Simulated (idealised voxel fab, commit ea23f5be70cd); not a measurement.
The following is a process module called voxel wiring stack.
Xsec cut, 165 nm wide, square cell size 5 nm.
Reading order for cross-sections: top band down to bottom band. Underlying form: a grid of square cells. Band size: one or more rows of cells. Heights first: top, then bottom, in nm. Then materials, left to right, each with a width in nm. "everywhere" on a single material: fills the band edge to edge. "air": empty space. Height reference: 0 = level under which incoming wafer is all one material. Lowest band: no bottom, runs on downward, e.g. "0..down". The two numbers in a width such as "30->40" mark its ends across the band: the first belongs to the top row of cells, the second to the bottom row, and from each row to the next the width moves by the same amount. When a step is marked "all unchanged", none of the cells in the cross-section changed during that step. If an empty space has no open way to the top and is at least 8 cells in size, "Unvented internal voids" lists it, written width x height at distance, where distance is measured from the left edge and every value is in nm. Whatever follows a step's settings on its line is a remark the simulator itself makes about that step. Steps that use a mask can have "overlay nm" on their line. It says how far the mask sat to the right of where it was meant to be. Negative means to the left.
List of planned process steps
1) RECEIVE [material Si]
2) CONFORMAL_DEP [material SiO2] [thk nm 10]
3) CONFORMAL_DEP [material SiCN] [thk nm 5]
4) DIRECTIONAL_DEP [material lowk] [thk nm 25]
5) MASKED_ETCH [tone open] [mask id METAL_1] [width nm 30] [pitch nm 45] [etch materials lowk] [depth nm 25] [overlay nm 0]
6) MASKED_ETCH [tone open] [mask id METAL_1] [width nm 30] [pitch nm 45] [etch materials SiCN] [depth nm 5] [overlay nm 0]
7) CONFORMAL_DEP [material TiN] [thk nm 5]
8) FILL_DEP [material Cu] [thk nm 5]
9) CMP [height nm 40]
10) EPI [material Ru] [thk nm 5]
11) FILL_DEP [material SiCN] [thk nm 5]
12) DIRECTIONAL_DEP [material SiO2] [thk nm 30]
13) MASKED_ETCH [tone open] [mask id METAL_2_HOLES] [width nm 15] [pitch nm 45] [etch materials SiO2] [depth nm 30] [overlay nm 0]
14) PATTERN [tone open] [mask id METAL_2] [material resist] [width nm 30] [pitch nm 45] [thk nm 20] [overlay nm 0]
15) DIRECTIONAL_ETCH [etch materials SiO2] [depth nm 20]
16) DIRECTIONAL_ETCH [etch materials SiCN] [depth nm 5]
17) STRIP [etch materials resist]
18) CONFORMAL_DEP [material TiN] [thk nm 5]
19) FILL_DEP [material Cu] [thk nm 10]
20) CMP [height nm 80]
21) CONFORMAL_DEP [material SiCN] [thk nm 5]
22) DIRECTIONAL_DEP [material lowk] [thk nm 20]
23) PATTERN [tone open] [mask id PLUG_2] [material resist] [width nm 15] [thk nm 15] [overlay nm 0]
24) DIRECTIONAL_ETCH [etch materials lowk] [depth nm 20]
25) DIRECTIONAL_ETCH [etch materials SiCN] [depth nm 5]
26) STRIP [etch materials resist]
27) CONFORMAL_DEP [material TiN] [thk nm 5]
28) FILL_DEP [material Cu] [thk nm 10]
29) CMP [height nm 105]
30) CONFORMAL_DEP [material SiCN] [thk nm 5]
31) DIRECTIONAL_DEP [material SiO2] [thk nm 25]
32) MASKED_ETCH [tone open] [mask id METAL_3] [width nm 30] [pitch nm 45] [etch materials SiO2] [depth nm 25] [overlay nm 0]
33) MASKED_ETCH [tone open] [mask id METAL_3] [width nm 30] [pitch nm 45] [etch materials SiCN] [depth nm 5] [overlay nm 0]
34) CONFORMAL_DEP [material TiN] [thk nm 5]
35) FILL_DEP [material Ru] [thk nm 5]
36) CMP [height nm 135]
37) CONFORMAL_DEP [material SiCN] [thk nm 5]
38) DIRECTIONAL_DEP [material lowk] [thk nm 10]
39) MASKED_ETCH [tone open] [mask id PLUG_3] [width nm 15] [etch materials lowk] [depth nm 10] [overlay nm 0]
40) MASKED_ETCH [tone open] [mask id PLUG_3] [width nm 15] [etch materials SiCN] [depth nm 5] [overlay nm 0]
41) CONFORMAL_DEP [material TiN] [thk nm 5]
42) FILL_DEP [material W] [thk nm 10]
43) CMP [height nm 150]
44) CONFORMAL_DEP [material SiN] [thk nm 5]
45) DIRECTIONAL_DEP [material SiO2] [thk nm 20]
46) MASKED_ETCH [tone open] [mask id METAL_4] [width nm 30] [pitch nm 45] [etch materials SiO2] [depth nm 20] [overlay nm 0]
47) MASKED_ETCH [tone open] [mask id METAL_4] [width nm 30] [pitch nm 45] [etch materials SiN] [depth nm 5] [overlay nm 0]
48) CONFORMAL_DEP [material TiN] [thk nm 5]
49) FILL_DEP [material Cu] [thk nm 10]
50) CMP [height nm 175]
51) EPI [material Ru] [thk nm 5]
52) FILL_DEP [material SiCN] [thk nm 5]
Delivered wafer in cross-section: state after step 1
  0..down = Si everywhere
  Unvented internal voids: none
Cross-sectional view of the first of the two wafers upon completion of the module, processed in accordance with the plan
  185..180 = SiCN everywhere
  180..175 = SiCN (40)  Ru (40)  SiCN (5)  Ru (40)  SiCN (40)
  175..155 = SiO2 (45)  TiN (5)  Cu (20)  TiN (5)  SiO2 (15)  TiN (5)  Cu (20)  TiN (5)  SiO2 (45)
  155..150 = SiN (45)  TiN (30)  SiN (15)  TiN (30)  SiN (45)
  150..140 = lowk (45)  TiN (5)  W (5)  TiN (5)  lowk (105)
  140..135 = SiCN (45)  TiN (15)  SiCN (105)
  135..110 = SiO2 (45)  TiN (5)  Ru (20)  TiN (5)  SiO2 (15)  TiN (5)  Ru (20)  TiN (5)  SiO2 (45)
  110..105 = SiCN (45)  TiN (30)  SiCN (15)  TiN (30)  SiCN (45)
  105..85 = lowk (45)  TiN (5)  Cu (5)  TiN (5)  lowk (105)
  85..80 = SiCN (45)  TiN (15)  SiCN (105)
  80..65 = SiO2 (45)  TiN (5)  Cu (20)  TiN (5)  SiO2 (15)  TiN (5)  Cu (20)  TiN (5)  SiO2 (45)
  65..60 = SiO2 (45)  TiN (5)  Cu (5)  TiN (20)  SiO2 (15)  TiN (5)  Cu (5)  TiN (20)  SiO2 (45)
  60..50 = SiO2 (45)  TiN (5)  Cu (5)  TiN (5)  SiO2 (30)  TiN (5)  Cu (5)  TiN (5)  SiO2 (60)
  50..45 = SiCN (45)  TiN (15)  SiCN (30)  TiN (15)  SiCN (60)
  45..40 = SiCN (40)  Ru (40)  SiCN (5)  Ru (40)  SiCN (40)
  40..15 = lowk (45)  TiN (5)  Cu (20)  TiN (5)  lowk (15)  TiN (5)  Cu (20)  TiN (5)  lowk (45)
  15..10 = SiCN (45)  TiN (30)  SiCN (15)  TiN (30)  SiCN (45)
  10..0 = SiO2 everywhere
  0..down = Si everywhere
  Unvented internal voids: none
Same start, same plan as the first wafer - but one mistake in the run. Cross-section of the second of the two at the end of the module
  185..180 = SiCN everywhere
  180..175 = SiCN (40)  Ru (40)  SiCN (5)  Ru (40)  SiCN (40)
  175..155 = SiO2 (45)  TiN (5)  Cu (20)  TiN (5)  SiO2 (15)  TiN (5)  Cu (20)  TiN (5)  SiO2 (45)
  155..150 = SiN (45)  TiN (30)  SiN (15)  TiN (30)  SiN (45)
  150..140 = lowk (45)  TiN (5)  W (5)  TiN (5)  lowk (105)
  140..135 = SiCN (45)  TiN (15)  SiCN (105)
  135..110 = SiO2 (45)  TiN (5)  Ru (20)  TiN (5)  SiO2 (15)  TiN (5)  Ru (20)  TiN (5)  SiO2 (45)
  110..105 = SiCN (45)  TiN (30)  SiCN (15)  TiN (30)  SiCN (45)
  105..85 = lowk (45)  TiN (5)  Cu (5)  TiN (5)  lowk (105)
  85..80 = SiCN (45)  TiN (15)  SiCN (105)
  80..65 = SiO2 (45)  TiN (5)  Cu (5)  TiN (5)  SiO2 (30)  TiN (5)  Cu (5)  TiN (5)  SiO2 (60)
  65..60 = SiO2 (45)  TiN (15)  SiO2 (30)  TiN (15)  SiO2 (60)
  60..50 = SiO2 everywhere
  50..45 = SiCN everywhere
  45..40 = SiCN (40)  Ru (40)  SiCN (5)  Ru (40)  SiCN (40)
  40..15 = lowk (45)  TiN (5)  Cu (20)  TiN (5)  lowk (15)  TiN (5)  Cu (20)  TiN (5)  lowk (45)
  15..10 = SiCN (45)  TiN (30)  SiCN (15)  TiN (30)  SiCN (45)
  10..0 = SiO2 everywhere
  0..down = Si everywhere
  Unvented internal voids: none
Plan not followed: step 12 was run twice
The closing comparison, in cells, has the second wafer with more or fewer of some materials than the first: Cu -24, SiCN +6, SiO2 +36, TiN -18
